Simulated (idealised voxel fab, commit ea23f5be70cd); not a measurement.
Name of the process module below: voxel transistor to metal
It is cross-section cut that appears here, measuring 145 nm in width, its square cells being 5 nm in size.
Square cells in a grid make up a cross-section in this document, and the grid is given as bands, listed from the top down, each one or more rows of cells. Heads up on the band format: heights come first, top then bottom, in nm. After that it's the materials left to right, each with its width in nm. A single material flagged "everywhere" fills the whole band edge to edge, and "empty" means there's empty space there. Counting heights begins at 0, where everything beneath is, in the wafer as received, one material. The lowest band has no bottom; it goes on downwards, as "0 -> down" shows. Width: "30..40" (first number = top row, second number = bottom row, same change from row to row of cells). Where a step carries "no alterations made", the cross-section came out of it unchanged, cell for cell. In the "Closed internal cavities" entry, you get each enclosed empty space of 8 cells or more, one with no open way to the top, written width x height at distance, distance from the left edge, in nm. Heads up: the bit after the settings on a step's line is the simulator's remark on that step. Each step line may optionally specify "overlay nm", which for a step with a mask gives the rightward distance between the mask's planned place and where it lay, a negative value indicating the leftward direction. Read the rest as pairs. Take the cross-section before one process step, then the cross-section after it, which shows only down to the lowest band that changed. Under the pair, find the step between them and its settings. Bear in mind that pairs may come from different runs of this module on the same starting wafer: link a pair to the pair above it only where its entry headed "Prior to step" says to.
# Prior to step
0 -> down | Si everywhere
Closed internal cavities: none
# Step Outcome
5 -> 0 | SiO2 everywhere
Anything lower than 0 is untouched.
Closed internal cavities: none
Between the cross-sections above, the step performed was CONFORMAL_DEP | material SiO2 | thk nm 5
Prior to step: The cross-section prior to this step is the one presented after the step of the pair immediately above.
# Step Outcome
20 -> 5 | SiN everywhere
Anything lower than 5 is untouched.
Closed internal cavities: none
Between the cross-sections above, the step performed was CONFORMAL_DEP | material SiN | thk nm 15
Prior to step: The cross-section prior to this step is the one presented after the step of the pair immediately above.
# Step Outcome
35 -> 20 | aC everywhere
Anything lower than 20 is untouched.
Closed internal cavities: none
Between the cross-sections above, the step performed was DIRECTIONAL_DEP | material aC | thk nm 15
Prior to step: The cross-section prior to this step is the one presented after the step of the pair immediately above.
# Step Outcome
65 -> 35 | empty: 25 / resist: 95 / empty: 25
Anything lower than 35 is untouched.
Closed internal cavities: none
Between the cross-sections above, the step performed was PATTERN | tone cover | mask id ACTIVE | material resist | width nm 95 | thk nm 30 | overlay nm 0
Prior to step: The cross-section prior to this step is the one presented after the step of the pair immediately above.
# Step Outcome
50 -> 35 | empty: 25 / resist: 95 / empty: 25
35 -> 20 | empty: 25 / aC: 95 / empty: 25
Anything lower than 20 is untouched.
Closed internal cavities: none
Between the cross-sections above, the step performed was DIRECTIONAL_ETCH | etch materials aC | depth nm 15
Prior to step: The cross-section prior to this step is the one presented after the step of the pair immediately above.
# Step Outcome
35 -> 20 | empty: 25 / aC: 95 / empty: 25
Anything lower than 20 is untouched.
Closed internal cavities: none
Between the cross-sections above, the step performed was STRIP | etch materials resist
Prior to step: The cross-section prior to this step is the one presented after the step of the pair immediately above.
# Step Outcome
35 -> 20 | empty: 25 / aC: 95 / empty: 25
20 -> 5 | empty: 25 / SiN: 95 / empty: 25
Anything lower than 5 is untouched.
Closed internal cavities: none
Between the cross-sections above, the step performed was DIRECTIONAL_ETCH | etch materials SiN | depth nm 15
Prior to step: The cross-section prior to this step is the one presented after the step of the pair immediately above.
# Step Outcome
35 -> 20 | empty: 25 / aC: 95 / empty: 25
20 -> 5 | empty: 25 / SiN: 95 / empty: 25
5 -> 0 | empty: 25 / SiO2: 95 / empty: 25
Anything lower than 0 is untouched.
Closed internal cavities: none
Between the cross-sections above, the step performed was DIRECTIONAL_ETCH | etch materials SiO2 | depth nm 5
Prior to step: The cross-section prior to this step is the one presented after the step of the pair immediately above.
# Step Outcome
35 -> 20 | empty: 25 / aC: 95 / empty: 25
20 -> 5 | empty: 25 / SiN: 95 / empty: 25
5 -> 0 | empty: 25 / SiO2: 95 / empty: 25
0 -> -35 | empty: 25 / Si: 95 / empty: 25
Anything lower than -35 is untouched.
Closed internal cavities: none
Between the cross-sections above, the step performed was DIRECTIONAL_ETCH | etch materials Si | depth nm 35
Prior to step: The cross-section prior to this step is the one presented after the step of the pair immediately above.
# Step Outcome
20 -> 5 | empty: 25 / SiN: 95 / empty: 25
Anything lower than 5 is untouched.
Closed internal cavities: none
Between the cross-sections above, the step performed was STRIP | etch materials aC
Prior to step: The cross-section prior to this step is the one presented after the step of the pair immediately above.
# Step Outcome
20 -> 5 | empty: 25 / SiN: 95 / empty: 25
5 -> 0 | empty: 25 / SiO2: 95 / empty: 25
0 -> -35 | empty: 25 / SiO2: 5 / Si: 85 / SiO2: 5 / empty: 25
-35 -> -40 | SiO2: 30 / Si: 85 / SiO2: 30
Anything lower than -40 is untouched.
Closed internal cavities: none
Between the cross-sections above, the step performed was OXIDIZE | depth nm 5
Prior to step: The cross-section prior to this step is the one presented after the step of the pair immediately above.
# Step Outcome
30 -> 20 | SiO2 everywhere
20 -> 5 | SiO2: 25 / SiN: 95 / SiO2: 25
5 -> 0 | SiO2 everywhere
0 -> -40 | SiO2: 30 / Si: 85 / SiO2: 30
Anything lower than -40 is untouched.
Closed internal cavities: none
Between the cross-sections above, the step performed was FILL_DEP | material SiO2 | thk nm 10
Prior to step: The cross-section prior to this step is the one presented after the step of the pair immediately above.
# Step Outcome
20 -> 5 | SiO2: 25 / SiN: 95 / SiO2: 25
Anything lower than 5 is untouched.
Closed internal cavities: none
Between the cross-sections above, the step performed was CMP | height nm 20
Prior to step: The cross-section prior to this step is the one presented after the step of the pair immediately above.
# Step Outcome
20 -> 10 | empty: 25 / SiN: 95 / empty: 25
Anything lower than 10 is untouched.
Closed internal cavities: none
Between the cross-sections above, the step performed was SELECTIVE_ETCH | etch materials SiO2 | depth nm 10
Prior to step: The cross-section prior to this step is the one presented after the step of the pair immediately above.
# Step Outcome
10 -> 5 | SiO2: 25 / empty: 95 / SiO2: 25
Anything lower than 5 is untouched.
Closed internal cavities: none
Between the cross-sections above, the step performed was STRIP | etch materials SiN
Prior to step: The cross-section prior to this step is the one presented after the step of the pair immediately above.
# Step Outcome
5 -> 0 | SiO2: 20 / empty: 105 / SiO2: 20
Anything lower than 0 is untouched.
Closed internal cavities: none
Between the cross-sections above, the step performed was SELECTIVE_ETCH | etch materials SiO2 | depth nm 5
Prior to step: The cross-section prior to this step is the one presented after the step of the pair immediately above.
# Step Outcome
5 -> 0 | SiO2: 20 / empty: 105 / SiO2: 20
0 -> -5 | SiO2 everywhere
Anything lower than -5 is untouched.
Closed internal cavities: none
Between the cross-sections above, the step performed was OXIDIZE | depth nm 5
Prior to step: The cross-section prior to this step is the one presented after the step of the pair immediately above.
# Step Outcome
35 -> 30 | polySi: 20 / empty: 105 / polySi: 20
30 -> 5 | polySi everywhere
5 -> 0 | SiO2: 20 / polySi: 105 / SiO2: 20
Anything lower than 0 is untouched.
Closed internal cavities: none
Between the cross-sections above, the step performed was DIRECTIONAL_DEP | material polySi | thk nm 30
Prior to step: The cross-section prior to this step is the one presented after the step of the pair immediately above.
# Step Outcome
45 -> 40 | SiCN: 20 / empty: 105 / SiCN: 20
40 -> 35 | SiCN everywhere
35 -> 30 | polySi: 20 / SiCN: 105 / polySi: 20
Anything lower than 30 is untouched.
Closed internal cavities: none
Between the cross-sections above, the step performed was DIRECTIONAL_DEP | material SiCN | thk nm 10
Prior to step: The cross-section prior to this step is the one presented after the step of the pair immediately above.
# Step Outcome
60 -> 55 | aC: 20 / empty: 105 / aC: 20
55 -> 45 | aC everywhere
45 -> 40 | SiCN: 20 / aC: 105 / SiCN: 20
Anything lower than 40 is untouched.
Closed internal cavities: none
Between the cross-sections above, the step performed was DIRECTIONAL_DEP | material aC | thk nm 15
Prior to step: The cross-section prior to this step is the one presented after the step of the pair immediately above.
# Step Outcome
95 -> 60 | empty: 60 / resist: 25 / empty: 60
60 -> 55 | aC: 20 / empty: 40 / resist: 25 / empty: 40 / aC: 20
Anything lower than 55 is untouched.
Closed internal cavities: none
Between the cross-sections above, the step performed was PATTERN | tone cover | mask id GATE | material resist | width nm 25 | thk nm 35 | overlay nm 0
Prior to step: The cross-section prior to this step is the one presented after the step of the pair immediately above.
# Step Outcome
80 -> 55 | empty: 60 / resist: 25 / empty: 60
55 -> 45 | empty: 60 / aC: 25 / empty: 60
45 -> 40 | SiCN: 20 / empty: 40 / aC: 25 / empty: 40 / SiCN: 20
Anything lower than 40 is untouched.
Closed internal cavities: none
Between the cross-sections above, the step performed was DIRECTIONAL_ETCH | etch materials aC | depth nm 15
Prior to step: The cross-section prior to this step is the one presented after the step of the pair immediately above.
# Step Outcome
55 -> 45 | empty: 60 / aC: 25 / empty: 60
Anything lower than 45 is untouched.
Closed internal cavities: none
Between the cross-sections above, the step performed was STRIP | etch materials resist
Prior to step: The cross-section prior to this step is the one presented after the step of the pair immediately above.
# Step Outcome
55 -> 40 | empty: 60 / aC: 25 / empty: 60
40 -> 35 | empty: 60 / SiCN: 25 / empty: 60
35 -> 30 | polySi: 20 / empty: 40 / SiCN: 25 / empty: 40 / polySi: 20
Anything lower than 30 is untouched.
Closed internal cavities: none
Between the cross-sections above, the step performed was DIRECTIONAL_ETCH | etch materials SiCN | depth nm 20
Prior to step: The cross-section prior to this step is the one presented after the step of the pair immediately above.
# Step Outcome
55 -> 40 | empty: 60 / aC: 25 / empty: 60
40 -> 30 | empty: 60 / SiCN: 25 / empty: 60
30 -> 5 | empty: 60 / polySi: 25 / empty: 60
5 -> 0 | SiO2: 20 / empty: 40 / polySi: 25 / empty: 40 / SiO2: 20
Anything lower than 0 is untouched.
Closed internal cavities: none
Between the cross-sections above, the step performed was DIRECTIONAL_ETCH | etch materials polySi | depth nm 40
Prior to step: The cross-section prior to this step is the one presented after the step of the pair immediately above.
# Step Outcome
40 -> 30 | empty: 60 / SiCN: 25 / empty: 60
Anything lower than 30 is untouched.
Closed internal cavities: none
Between the cross-sections above, the step performed was STRIP | etch materials aC
Prior to step: The cross-section prior to this step is the one presented after the step of the pair immediately above.
# Step Outcome
45 -> 40 | empty: 55 / SiN: 35 / empty: 55
40 -> 30 | empty: 55 / SiN: 5 / SiCN: 25 / SiN: 5 / empty: 55
30 -> 10 | empty: 55 / SiN: 5 / polySi: 25 / SiN: 5 / empty: 55
10 -> 5 | SiN: 25 / empty: 30 / SiN: 5 / polySi: 25 / SiN: 5 / empty: 30 / SiN: 25
5 -> 0 | SiO2: 20 / SiN: 40 / polySi: 25 / SiN: 40 / SiO2: 20
Anything lower than 0 is untouched.
Closed internal cavities: none
Between the cross-sections above, the step performed was CONFORMAL_DEP | material SiN | thk nm 5
Prior to step: The cross-section prior to this step is the one presented after the step of the pair immediately above.
# Step Outcome
40 -> 30 | empty: 55 / SiN: 5 / SiCN: 25 / SiN: 5 / empty: 55
30 -> 5 | empty: 55 / SiN: 5 / polySi: 25 / SiN: 5 / empty: 55
5 -> 0 | SiO2: 20 / SiN: 5 / empty: 30 / SiN: 5 / polySi: 25 / SiN: 5 / empty: 30 / SiN: 5 / SiO2: 20
Anything lower than 0 is untouched.
Closed internal cavities: none
Between the cross-sections above, the step performed was DIRECTIONAL_ETCH | etch materials SiN | depth nm 5
Prior to step: The cross-section prior to this step is the one presented after the step of the pair immediately above.
# Step Outcome
40 -> 30 | empty: 55 / SiN: 5 / SiCN: 25 / SiN: 5 / empty: 55
30 -> 5 | empty: 55 / SiN: 5 / polySi: 25 / SiN: 5 / empty: 55
5 -> 0 | empty: 20 / SiN: 5 / empty: 30 / SiN: 5 / polySi: 25 / SiN: 5 / empty: 30 / SiN: 5 / empty: 20
0 -> -5 | SiO2: 25 / empty: 30 / SiO2: 35 / empty: 30 / SiO2: 25
Anything lower than -5 is untouched.
Closed internal cavities: none
Between the cross-sections above, the step performed was DIRECTIONAL_ETCH | etch materials SiO2 | depth nm 5
Prior to step: The cross-section prior to this step is the one presented after the step of the pair immediately above.
# Step Outcome
40 -> 30 | empty: 55 / SiN: 5 / SiCN: 25 / SiN: 5 / empty: 55
30 -> 5 | empty: 55 / SiN: 5 / polySi: 25 / SiN: 5 / empty: 55
5 -> 0 | empty: 20 / SiN: 5 / empty: 30 / SiN: 5 / polySi: 25 / SiN: 5 / empty: 30 / SiN: 5 / empty: 20
0 -> -5 | SiO2: 25 / empty: 30 / SiO2: 35 / empty: 30 / SiO2: 25
-5 -> -20 | SiO2: 30 / empty: 25 / Si: 35 / empty: 25 / SiO2: 30
Anything lower than -20 is untouched.
Closed internal cavities: none
Between the cross-sections above, the step performed was DIRECTIONAL_ETCH | etch materials Si | depth nm 15
Prior to step: The cross-section prior to this step is the one presented after the step of the pair immediately above.
# Step Outcome
40 -> 30 | empty: 55 / SiN: 5 / SiCN: 25 / SiN: 5 / empty: 55
30 -> 15 | empty: 55 / SiN: 5 / polySi: 25 / SiN: 5 / empty: 55
15 -> 5 | empty: 35 / SiGe: 20 / SiN: 5 / polySi: 25 / SiN: 5 / SiGe: 20 / empty: 35
5 -> 0 | empty: 20 / SiN: 5 / empty: 10 / SiGe: 20 / SiN: 5 / polySi: 25 / SiN: 5 / SiGe: 20 / empty: 10 / SiN: 5 / empty: 20
0 -> -5 | SiO2: 25 / SiGe: 30 / SiO2: 35 / SiGe: 30 / SiO2: 25
-5 -> -20 | SiO2: 30 / SiGe: 25 / Si: 35 / SiGe: 25 / SiO2: 30
Anything lower than -20 is untouched.
Closed internal cavities: none
Between the cross-sections above, the step performed was EPI | material SiGe | thk nm 20
Prior to step: The cross-section prior to this step is the one presented after the step of the pair immediately above.
# Step Outcome
45 -> 40 | SiO2 everywhere
40 -> 30 | SiO2: 55 / SiN: 5 / SiCN: 25 / SiN: 5 / SiO2: 55
30 -> 15 | SiO2: 55 / SiN: 5 / polySi: 25 / SiN: 5 / SiO2: 55
15 -> 5 | SiO2: 35 / SiGe: 20 / SiN: 5 / polySi: 25 / SiN: 5 / SiGe: 20 / SiO2: 35
5 -> 0 | SiO2: 20 / SiN: 5 / SiO2: 10 / SiGe: 20 / SiN: 5 / polySi: 25 / SiN: 5 / SiGe: 20 / SiO2: 10 / SiN: 5 / SiO2: 20
Anything lower than 0 is untouched.
Closed internal cavities: none
Between the cross-sections above, the step performed was FILL_DEP | material SiO2 | thk nm 5
Prior to step: The cross-section prior to this step is the one presented after the step of the pair immediately above.
# Step Outcome
30 -> 15 | SiO2: 55 / SiN: 5 / polySi: 25 / SiN: 5 / SiO2: 55
Anything lower than 15 is untouched.
Closed internal cavities: none
Between the cross-sections above, the step performed was CMP | height nm 30
Prior to step: The cross-section prior to this step is the one presented after the step of the pair immediately above.
# Step Outcome
30 -> 15 | SiO2: 55 / SiN: 5 / empty: 25 / SiN: 5 / SiO2: 55
15 -> 5 | SiO2: 35 / SiGe: 20 / SiN: 5 / empty: 25 / SiN: 5 / SiGe: 20 / SiO2: 35
5 -> 0 | SiO2: 20 / SiN: 5 / SiO2: 10 / SiGe: 20 / SiN: 5 / empty: 25 / SiN: 5 / SiGe: 20 / SiO2: 10 / SiN: 5 / SiO2: 20
Anything lower than 0 is untouched.
Closed internal cavities: none
Between the cross-sections above, the step performed was STRIP | etch materials polySi
Prior to step: The cross-section prior to this step is the one presented after the step of the pair immediately above.
# Step Outcome
30 -> 25 | empty: 55 / SiN: 5 / empty: 25 / SiN: 5 / empty: 55
25 -> 15 | SiO2: 55 / SiN: 5 / empty: 25 / SiN: 5 / SiO2: 55
15 -> 5 | SiO2: 35 / SiGe: 20 / SiN: 5 / empty: 25 / SiN: 5 / SiGe: 20 / SiO2: 35
5 -> 0 | SiO2: 20 / SiN: 5 / SiO2: 10 / SiGe: 20 / SiN: 5 / empty: 25 / SiN: 5 / SiGe: 20 / SiO2: 10 / SiN: 5 / SiO2: 20
0 -> -5 | SiO2: 25 / SiGe: 30 / empty: 35 / SiGe: 30 / SiO2: 25
Anything lower than -5 is untouched.
Closed internal cavities: none
Between the cross-sections above, the step performed was SELECTIVE_ETCH | etch materials SiO2 | depth nm 5
Prior to step: The cross-section prior to this step is the one presented after the step of the pair immediately above.
# Step Outcome
35 -> 30 | empty: 50 / HfO2: 15 / empty: 15 / HfO2: 15 / empty: 50
30 -> 25 | HfO2: 55 / SiN: 5 / HfO2: 5 / empty: 15 / HfO2: 5 / SiN: 5 / HfO2: 55
25 -> 15 | SiO2: 55 / SiN: 5 / HfO2: 5 / empty: 15 / HfO2: 5 / SiN: 5 / SiO2: 55
15 -> 5 | SiO2: 35 / SiGe: 20 / SiN: 5 / HfO2: 5 / empty: 15 / HfO2: 5 / SiN: 5 / SiGe: 20 / SiO2: 35
5 -> 0 | SiO2: 20 / SiN: 5 / SiO2: 10 / SiGe: 20 / SiN: 5 / HfO2: 5 / empty: 15 / HfO2: 5 / SiN: 5 / SiGe: 20 / SiO2: 10 / SiN: 5 / SiO2: 20
0 -> -5 | SiO2: 25 / SiGe: 30 / HfO2: 35 / SiGe: 30 / SiO2: 25
Anything lower than -5 is untouched.
Closed internal cavities: none
Between the cross-sections above, the step performed was CONFORMAL_DEP | material HfO2 | thk nm 5
Prior to step: The cross-section prior to this step is the one presented after the step of the pair immediately above.
# Step Outcome
40 -> 35 | empty: 45 / TiN: 25 / empty: 5 / TiN: 25 / empty: 45
35 -> 30 | TiN: 50 / HfO2: 15 / TiN: 5 / empty: 5 / TiN: 5 / HfO2: 15 / TiN: 50
30 -> 25 | HfO2: 55 / SiN: 5 / HfO2: 5 / TiN: 5 / empty: 5 / TiN: 5 / HfO2: 5 / SiN: 5 / HfO2: 55
25 -> 15 | SiO2: 55 / SiN: 5 / HfO2: 5 / TiN: 5 / empty: 5 / TiN: 5 / HfO2: 5 / SiN: 5 / SiO2: 55
15 -> 5 | SiO2: 35 / SiGe: 20 / SiN: 5 / HfO2: 5 / TiN: 5 / empty: 5 / TiN: 5 / HfO2: 5 / SiN: 5 / SiGe: 20 / SiO2: 35
5 -> 0 | SiO2: 20 / SiN: 5 / SiO2: 10 / SiGe: 20 / SiN: 5 / HfO2: 5 / TiN: 15 / HfO2: 5 / SiN: 5 / SiGe: 20 / SiO2: 10 / SiN: 5 / SiO2: 20
Anything lower than 0 is untouched.
Closed internal cavities: none
Between the cross-sections above, the step performed was CONFORMAL_DEP | material TiN | thk nm 5
Prior to step: The cross-section prior to this step is the one presented after the step of the pair immediately above.
# Step Outcome
50 -> 40 | W everywhere
40 -> 35 | W: 45 / TiN: 25 / W: 5 / TiN: 25 / W: 45
35 -> 30 | TiN: 50 / HfO2: 15 / TiN: 5 / W: 5 / TiN: 5 / HfO2: 15 / TiN: 50
30 -> 25 | HfO2: 55 / SiN: 5 / HfO2: 5 / TiN: 5 / W: 5 / TiN: 5 / HfO2: 5 / SiN: 5 / HfO2: 55
25 -> 15 | SiO2: 55 / SiN: 5 / HfO2: 5 / TiN: 5 / W: 5 / TiN: 5 / HfO2: 5 / SiN: 5 / SiO2: 55
15 -> 5 | SiO2: 35 / SiGe: 20 / SiN: 5 / HfO2: 5 / TiN: 5 / W: 5 / TiN: 5 / HfO2: 5 / SiN: 5 / SiGe: 20 / SiO2: 35
Anything lower than 5 is untouched.
Closed internal cavities: none
Between the cross-sections above, the step performed was FILL_DEP | material W | thk nm 10
Prior to step: The cross-section prior to this step is the one presented after the step of the pair immediately above.
# Step Outcome
25 -> 15 | SiO2: 55 / SiN: 5 / HfO2: 5 / TiN: 5 / W: 5 / TiN: 5 / HfO2: 5 / SiN: 5 / SiO2: 55
Anything lower than 15 is untouched.
Closed internal cavities: none
Between the cross-sections above, the step performed was CMP | height nm 25
Prior to step: The cross-section prior to this step is the one presented after the step of the pair immediately above.
# Step Outcome
35 -> 25 | SiO2 everywhere
Anything lower than 25 is untouched.
Closed internal cavities: none
Between the cross-sections above, the step performed was DIRECTIONAL_DEP | material SiO2 | thk nm 10
Prior to step: The cross-section prior to this step is the one presented after the step of the pair immediately above.
# Step Outcome
35 -> 25 | SiO2: 30 / empty: 15 / SiO2: 55 / empty: 15 / SiO2: 30
25 -> 15 | SiO2: 30 / empty: 15 / SiO2: 10 / SiN: 5 / HfO2: 5 / TiN: 5 / W: 5 / TiN: 5 / HfO2: 5 / SiN: 5 / SiO2: 10 / empty: 15 / SiO2: 30
15 -> 5 | SiO2: 30 / empty: 5 / SiGe: 20 / SiN: 5 / HfO2: 5 / TiN: 5 / W: 5 / TiN: 5 / HfO2: 5 / SiN: 5 / SiGe: 20 / empty: 5 / SiO2: 30
5 -> 0 | SiO2: 20 / SiN: 5 / SiO2: 5 / empty: 5 / SiGe: 20 / SiN: 5 / HfO2: 5 / TiN: 15 / HfO2: 5 / SiN: 5 / SiGe: 20 / empty: 5 / SiO2: 5 / SiN: 5 / SiO2: 20
Anything lower than 0 is untouched.
Closed internal cavities: none
Between the cross-sections above, the step performed was MASKED_ETCH | tone open | mask id CONTACT | width nm 15 | pitch nm 70 | etch materials SiO2 | depth nm 35 | overlay nm 0
Prior to step: The cross-section prior to this step is the one presented after the step of the pair immediately above.
# Step Outcome
40 -> 35 | TiN: 35 / empty: 5 / TiN: 65 / empty: 5 / TiN: 35
35 -> 25 | SiO2: 30 / TiN: 5 / empty: 5 / TiN: 5 / SiO2: 55 / TiN: 5 / empty: 5 / TiN: 5 / SiO2: 30
25 -> 20 | SiO2: 30 / TiN: 5 / empty: 5 / TiN: 5 / SiO2: 10 / SiN: 5 / HfO2: 5 / TiN: 5 / W: 5 / TiN: 5 / HfO2: 5 / SiN: 5 / SiO2: 10 / TiN: 5 / empty: 5 / TiN: 5 / SiO2: 30
20 -> 15 | SiO2: 30 / TiN: 15 / SiO2: 10 / SiN: 5 / HfO2: 5 / TiN: 5 / W: 5 / TiN: 5 / HfO2: 5 / SiN: 5 / SiO2: 10 / TiN: 15 / SiO2: 30
15 -> 5 | SiO2: 30 / TiN: 5 / SiGe: 20 / SiN: 5 / HfO2: 5 / TiN: 5 / W: 5 / TiN: 5 / HfO2: 5 / SiN: 5 / SiGe: 20 / TiN: 5 / SiO2: 30
5 -> 0 | SiO2: 20 / SiN: 5 / SiO2: 5 / TiN: 5 / SiGe: 20 / SiN: 5 / HfO2: 5 / TiN: 15 / HfO2: 5 / SiN: 5 / SiGe: 20 / TiN: 5 / SiO2: 5 / SiN: 5 / SiO2: 20
Anything lower than 0 is untouched.
Closed internal cavities: none
Between the cross-sections above, the step performed was CONFORMAL_DEP | material TiN | thk nm 5
Prior to step: The cross-section prior to this step is the one presented after the step of the pair immediately above.
# Step Outcome
50 -> 40 | Ru everywhere
40 -> 35 | TiN: 35 / Ru: 5 / TiN: 65 / Ru: 5 / TiN: 35
35 -> 25 | SiO2: 30 / TiN: 5 / Ru: 5 / TiN: 5 / SiO2: 55 / TiN: 5 / Ru: 5 / TiN: 5 / SiO2: 30
25 -> 20 | SiO2: 30 / TiN: 5 / Ru: 5 / TiN: 5 / SiO2: 10 / SiN: 5 / HfO2: 5 / TiN: 5 / W: 5 / TiN: 5 / HfO2: 5 / SiN: 5 / SiO2: 10 / TiN: 5 / Ru: 5 / TiN: 5 / SiO2: 30
Anything lower than 20 is untouched.
Closed internal cavities: none
Between the cross-sections above, the step performed was FILL_DEP | material Ru | thk nm 10
Prior to step: The cross-section prior to this step is the one presented after the step of the pair immediately above.
# Step Outcome
35 -> 25 | SiO2: 30 / TiN: 5 / Ru: 5 / TiN: 5 / SiO2: 55 / TiN: 5 / Ru: 5 / TiN: 5 / SiO2: 30
Anything lower than 25 is untouched.
Closed internal cavities: none
Between the cross-sections above, the step performed was CMP | height nm 35
Prior to step: The cross-section prior to this step is the one presented after the step of the pair immediately above.
# Step Outcome
40 -> 35 | SiCN everywhere
Anything lower than 35 is untouched.
Closed internal cavities: none
Between the cross-sections above, the step performed was CONFORMAL_DEP | material SiCN | thk nm 5
Prior to step: The cross-section prior to this step is the one presented after the step of the pair immediately above.
# Step Outcome
60 -> 40 | SiO2 everywhere
Anything lower than 40 is untouched.
Closed internal cavities: none
Between the cross-sections above, the step performed was DIRECTIONAL_DEP | material SiO2 | thk nm 20
Prior to step: The cross-section prior to this step is the one presented after the step of the pair immediately above.
# Step Outcome
60 -> 40 | SiO2: 30 / empty: 15 / SiO2: 55 / empty: 15 / SiO2: 30
Anything lower than 40 is untouched.
Closed internal cavities: none
Between the cross-sections above, the step performed was MASKED_ETCH | tone open | mask id METAL_1 | width nm 15 | pitch nm 70 | etch materials SiO2 | depth nm 20 | overlay nm 0
Prior to step: The cross-section prior to this step is the one presented after the step of the pair immediately above.
# Step Outcome
60 -> 40 | SiO2: 30 / empty: 15 / SiO2: 55 / empty: 15 / SiO2: 30
40 -> 35 | SiCN: 30 / empty: 15 / SiCN: 55 / empty: 15 / SiCN: 30
Anything lower than 35 is untouched.
Closed internal cavities: none
Between the cross-sections above, the step performed was MASKED_ETCH | tone open | mask id METAL_1 | width nm 15 | pitch nm 70 | etch materials SiCN | depth nm 5 | overlay nm 0
Prior to step: The cross-section prior to this step is the one presented after the step of the pair immediately above.
# Step Outcome
65 -> 60 | TiN: 35 / empty: 5 / TiN: 65 / empty: 5 / TiN: 35
60 -> 40 | SiO2: 30 / TiN: 5 / empty: 5 / TiN: 5 / SiO2: 55 / TiN: 5 / empty: 5 / TiN: 5 / SiO2: 30
40 -> 35 | SiCN: 30 / TiN: 15 / SiCN: 55 / TiN: 15 / SiCN: 30
Anything lower than 35 is untouched.
Closed internal cavities: none
Between the cross-sections above, the step performed was CONFORMAL_DEP | material TiN | thk nm 5
Prior to step: The cross-section prior to this step is the one presented after the step of the pair immediately above.
# Step Outcome
70 -> 65 | W everywhere
65 -> 60 | TiN: 35 / W: 5 / TiN: 65 / W: 5 / TiN: 35
60 -> 40 | SiO2: 30 / TiN: 5 / W: 5 / TiN: 5 / SiO2: 55 / TiN: 5 / W: 5 / TiN: 5 / SiO2: 30
Anything lower than 40 is untouched.
Closed internal cavities: none
Between the cross-sections above, the step performed was FILL_DEP | material W | thk nm 5
Prior to step: The cross-section prior to this step is the one presented after the step of the pair immediately above.
# Step Outcome
60 -> 40 | SiO2: 30 / TiN: 5 / W: 5 / TiN: 5 / SiO2: 55 / TiN: 5 / W: 5 / TiN: 5 / SiO2: 30
Anything lower than 40 is untouched.
Closed internal cavities: none
Between the cross-sections above, the step performed was CMP | height nm 60
Prior to step: The cross-section prior to this step is the one presented after the step of the pair immediately above.
# Step Outcome
65 -> 60 | empty: 25 / Ru: 25 / empty: 45 / Ru: 25 / empty: 25
Anything lower than 60 is untouched.
Closed internal cavities: none
Between the cross-sections above, the step performed was EPI | material Ru | thk nm 5
Prior to step: The cross-section prior to this step is the one presented after the step of the pair immediately above.
# Step Outcome
70 -> 65 | SiCN everywhere
65 -> 60 | SiCN: 25 / Ru: 25 / SiCN: 45 / Ru: 25 / SiCN: 25
Anything lower than 60 is untouched.
Closed internal cavities: none
Between the cross-sections above, the step performed was FILL_DEP | material SiCN | thk nm 5
# Prior to step
0 -> down | Si everywhere
Closed internal cavities: none
# Step Outcome
15 -> 0 | SiN everywhere
Anything lower than 0 is untouched.
Closed internal cavities: none
Between the cross-sections above, the step performed was CONFORMAL_DEP | material SiN | thk nm 15
Prior to step: The cross-section prior to this step is the one presented after the step of the pair immediately above.
# Step Outcome
30 -> 15 | aC everywhere
Anything lower than 15 is untouched.
Closed internal cavities: none
Between the cross-sections above, the step performed was DIRECTIONAL_DEP | material aC | thk nm 15
Prior to step: The cross-section prior to this step is the one presented after the step of the pair immediately above.
# Step Outcome
60 -> 30 | empty: 25 / resist: 95 / empty: 25
Anything lower than 30 is untouched.
Closed internal cavities: none
Between the cross-sections above, the step performed was PATTERN | tone cover | mask id ACTIVE | material resist | width nm 95 | thk nm 30 | overlay nm 0
Prior to step: The cross-section prior to this step is the one presented after the step of the pair immediately above.
# Step Outcome
45 -> 30 | empty: 25 / resist: 95 / empty: 25
30 -> 15 | empty: 25 / aC: 95 / empty: 25
Anything lower than 15 is untouched.
Closed internal cavities: none
Between the cross-sections above, the step performed was DIRECTIONAL_ETCH | etch materials aC | depth nm 15
Prior to step: The cross-section prior to this step is the one presented after the step of the pair immediately above.
# Step Outcome
30 -> 15 | empty: 25 / aC: 95 / empty: 25
Anything lower than 15 is untouched.
Closed internal cavities: none
Between the cross-sections above, the step performed was STRIP | etch materials resist
Prior to step: The cross-section prior to this step is the one presented after the step of the pair immediately above.
# Step Outcome
30 -> 15 | empty: 25 / aC: 95 / empty: 25
15 -> 0 | empty: 25 / SiN: 95 / empty: 25
Anything lower than 0 is untouched.
Closed internal cavities: none
Between the cross-sections above, the step performed was DIRECTIONAL_ETCH | etch materials SiN | depth nm 15
Prior to step: The cross-section prior to this step is the one presented after the step of the pair immediately above.
# Step Outcome
30 -> 15 | empty: 25 / aC: 95 / empty: 25
15 -> 0 | empty: 25 / SiN: 95 / empty: 25
0 -> -35 | empty: 25 / Si: 95 / empty: 25
Anything lower than -35 is untouched.
Closed internal cavities: none
Between the cross-sections above, the step performed was DIRECTIONAL_ETCH | etch materials Si | depth nm 35
Prior to step: The cross-section prior to this step is the one presented after the step of the pair immediately above.
# Step Outcome
15 -> 0 | empty: 25 / SiN: 95 / empty: 25
Anything lower than 0 is untouched.
Closed internal cavities: none
Between the cross-sections above, the step performed was STRIP | etch materials aC
Prior to step: The cross-section prior to this step is the one presented after the step of the pair immediately above.
# Step Outcome
15 -> 0 | empty: 25 / SiN: 95 / empty: 25
0 -> -35 | empty: 25 / SiO2: 5 / Si: 85 / SiO2: 5 / empty: 25
-35 -> -40 | SiO2: 30 / Si: 85 / SiO2: 30
Anything lower than -40 is untouched.
Closed internal cavities: none
Between the cross-sections above, the step performed was OXIDIZE | depth nm 5
Prior to step: The cross-section prior to this step is the one presented after the step of the pair immediately above.
# Step Outcome
25 -> 15 | SiO2 everywhere
15 -> 0 | SiO2: 25 / SiN: 95 / SiO2: 25
0 -> -40 | SiO2: 30 / Si: 85 / SiO2: 30
Anything lower than -40 is untouched.
Closed internal cavities: none
Between the cross-sections above, the step performed was FILL_DEP | material SiO2 | thk nm 10
Prior to step: The cross-section prior to this step is the one presented after the step of the pair immediately above.
# Step Outcome
20 -> 15 | SiO2 everywhere
Anything lower than 15 is untouched.
Closed internal cavities: none
Between the cross-sections above, the step performed was CMP | height nm 20
Prior to step: The cross-section prior to this step is the one presented after the step of the pair immediately above.
# Step Outcome
15 -> 10 | empty: 25 / SiN: 95 / empty: 25
Anything lower than 10 is untouched.
Closed internal cavities: none
Between the cross-sections above, the step performed was SELECTIVE_ETCH | etch materials SiO2 | depth nm 10
